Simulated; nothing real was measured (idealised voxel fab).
Module name: voxel gate over fins (process module)
Xsec cut, 280 nm wide, square cell size 5 nm.
Square cells in a grid make up a cross-section in this document, and the grid is given as bands, listed from the top down, each one or more rows of cells. Quick guide to a band line: top height, bottom height (nm) up front; then every material left to right with its width in nm. Only one material and it's marked "throughout"? Then it fills the band edge to edge. And "blank" just means empty space. Height is counted from the level 0, under which the received wafer is composed throughout of one material. The lowest of the bands is not closed at the bottom but continues downward, in the notation "0 -> down". When a width is written as two numbers, as in "30..40", the first number is the width in the top row of cells of the band and the second is the width in its bottom row, and the width changes by the same amount from each row to the next. Basically "same as before" means that step didn't change any cell in the cross-section. What "Enclosed cavity list" gives you is every empty space of 8 cells or more that is cut off from the top. Each appears as width x height at distance, with the distance taken from the left edge and width, height and distance all in nm. Formally, on a step line, whatever follows the settings is a remark that the simulator itself makes on the step. When a step includes a mask, the "overlay nm" setting on its line states how far to the right of its planned place that mask lay, and negative values state how far to the left.

Steps planned for the process:
| 1 | RECEIVE [material Si] |
| 2 | CONFORMAL_DEP [material SiN] [thk nm 5] |
| 3 | DIRECTIONAL_DEP [material aC] [thk nm 10] |
| 4 | PATTERN [tone cover] [mask id FINS] [material resist] [width nm 15] [pitch nm 45] [thk nm 25] [overlay nm 0] |
| 5 | DIRECTIONAL_ETCH [etch materials aC] [depth nm 10] |
| 6 | STRIP [etch materials resist] |
| 7 | DIRECTIONAL_ETCH [etch materials SiN] [depth nm 5] |
| 8 | DIRECTIONAL_ETCH [etch materials Si] [depth nm 30] |
| 9 | STRIP [etch materials aC] |
| 10 | FILL_DEP [material SiO2] [thk nm 10] |
| 11 | CMP [height nm 5] |
| 12 | SELECTIVE_ETCH [etch materials SiO2] [depth nm 20] |
| 13 | STRIP [etch materials SiN] |
| 14 | CONFORMAL_DEP [material HfO2] [thk nm 5] |
| 15 | CONFORMAL_DEP [material TiN] [thk nm 5] |
| 16 | CONFORMAL_DEP [material TiAl] [thk nm 5] |
| 17 | CONFORMAL_DEP [material TiN] [thk nm 5] |
| 18 | FILL_DEP [material W] [thk nm 10] |
| 19 | CMP [height nm 25] |
| 20 | CONFORMAL_DEP [material SiCN] [thk nm 10] |

Delivered wafer in cross-section: state after step 1:
> 0 -> down: Si throughout
> Enclosed cavity list: none

Cross-section taken at module completion on the first of two wafers; processed per the plan:
> 35 -> 25: SiCN throughout
> 25 -> 20: W throughout
> 20 -> 15: W 45 nm  TiN 190 nm  W 45 nm
> 15 -> 10: W 45 nm  TiN 5 nm  TiAl 180 nm  TiN 5 nm  W 45 nm
> 10 -> 5: W 45 nm  TiN 5 nm  TiAl 5 nm  TiN 35 nm  TiAl 10 nm  TiN 35 nm  TiAl 10 nm  TiN 35 nm  TiAl 10 nm  TiN 35 nm  TiAl 5 nm  TiN 5 nm  W 45 nm
> 5 -> 0: TiN 50 nm  TiAl 5 nm  TiN 5 nm  HfO2 25 nm  TiN 5 nm  TiAl 10 nm  TiN 5 nm  HfO2 25 nm  TiN 5 nm  TiAl 10 nm  TiN 5 nm  HfO2 25 nm  TiN 5 nm  TiAl 10 nm  TiN 5 nm  HfO2 25 nm  TiN 5 nm  TiAl 5 nm  TiN 50 nm
> 0 -> -5: TiAl 55 nm  TiN 5 nm  HfO2 5 nm  Si 15 nm  HfO2 5 nm  TiN 5 nm  TiAl 10 nm  TiN 5 nm  HfO2 5 nm  Si 15 nm  HfO2 5 nm  TiN 5 nm  TiAl 10 nm  TiN 5 nm  HfO2 5 nm  Si 15 nm  HfO2 5 nm  TiN 5 nm  TiAl 10 nm  TiN 5 nm  HfO2 5 nm  Si 15 nm  HfO2 5 nm  TiN 5 nm  TiAl 55 nm
> -5 -> -10: TiN 60 nm  HfO2 5 nm  Si 15 nm  HfO2 5 nm  TiN 20 nm  HfO2 5 nm  Si 15 nm  HfO2 5 nm  TiN 20 nm  HfO2 5 nm  Si 15 nm  HfO2 5 nm  TiN 20 nm  HfO2 5 nm  Si 15 nm  HfO2 5 nm  TiN 60 nm
> -10 -> -15: HfO2 65 nm  Si 15 nm  HfO2 30 nm  Si 15 nm  HfO2 30 nm  Si 15 nm  HfO2 30 nm  Si 15 nm  HfO2 65 nm
> -15 -> -30: SiO2 65 nm  Si 15 nm  SiO2 30 nm  Si 15 nm  SiO2 30 nm  Si 15 nm  SiO2 30 nm  Si 15 nm  SiO2 65 nm
> -30 -> down: Si throughout
> Enclosed cavity list: none

Here's the second of our two wafers sectioned at module end. Same start as the first, same plan, but one mistake got made running it:
> 40 -> 25: SiCN throughout
> 25 -> 20: W throughout
> 20 -> 15: W 45 nm  TiN 190 nm  W 45 nm
> 15 -> 10: W 45 nm  TiN 5 nm  TiAl 180 nm  TiN 5 nm  W 45 nm
> 10 -> 5: W 45 nm  TiN 5 nm  TiAl 5 nm  TiN 35 nm  TiAl 10 nm  TiN 35 nm  TiAl 10 nm  TiN 35 nm  TiAl 10 nm  TiN 35 nm  TiAl 5 nm  TiN 5 nm  W 45 nm
> 5 -> 0: TiN 50 nm  TiAl 5 nm  TiN 5 nm  HfO2 25 nm  TiN 5 nm  TiAl 10 nm  TiN 5 nm  HfO2 25 nm  TiN 5 nm  TiAl 10 nm  TiN 5 nm  HfO2 25 nm  TiN 5 nm  TiAl 10 nm  TiN 5 nm  HfO2 25 nm  TiN 5 nm  TiAl 5 nm  TiN 50 nm
> 0 -> -5: TiAl 55 nm  TiN 5 nm  HfO2 5 nm  Si 15 nm  HfO2 5 nm  TiN 5 nm  TiAl 10 nm  TiN 5 nm  HfO2 5 nm  Si 15 nm  HfO2 5 nm  TiN 5 nm  TiAl 10 nm  TiN 5 nm  HfO2 5 nm  Si 15 nm  HfO2 5 nm  TiN 5 nm  TiAl 10 nm  TiN 5 nm  HfO2 5 nm  Si 15 nm  HfO2 5 nm  TiN 5 nm  TiAl 55 nm
> -5 -> -10: TiN 60 nm  HfO2 5 nm  Si 15 nm  HfO2 5 nm  TiN 20 nm  HfO2 5 nm  Si 15 nm  HfO2 5 nm  TiN 20 nm  HfO2 5 nm  Si 15 nm  HfO2 5 nm  TiN 20 nm  HfO2 5 nm  Si 15 nm  HfO2 5 nm  TiN 60 nm
> -10 -> -15: HfO2 65 nm  Si 15 nm  HfO2 30 nm  Si 15 nm  HfO2 30 nm  Si 15 nm  HfO2 30 nm  Si 15 nm  HfO2 65 nm
> -15 -> -30: SiO2 65 nm  Si 15 nm  SiO2 30 nm  Si 15 nm  SiO2 30 nm  Si 15 nm  SiO2 30 nm  Si 15 nm  SiO2 65 nm
> -30 -> down: Si throughout
> Enclosed cavity list: none
Where did the run depart from the plan? step 20 ran differently from the plan; actual operation with settings: CONFORMAL_DEP [material SiCN] [thk nm 15]
Per the end-of-run cell counts, the second wafer holds more or fewer of some materials than the first: 56 more of SiCN
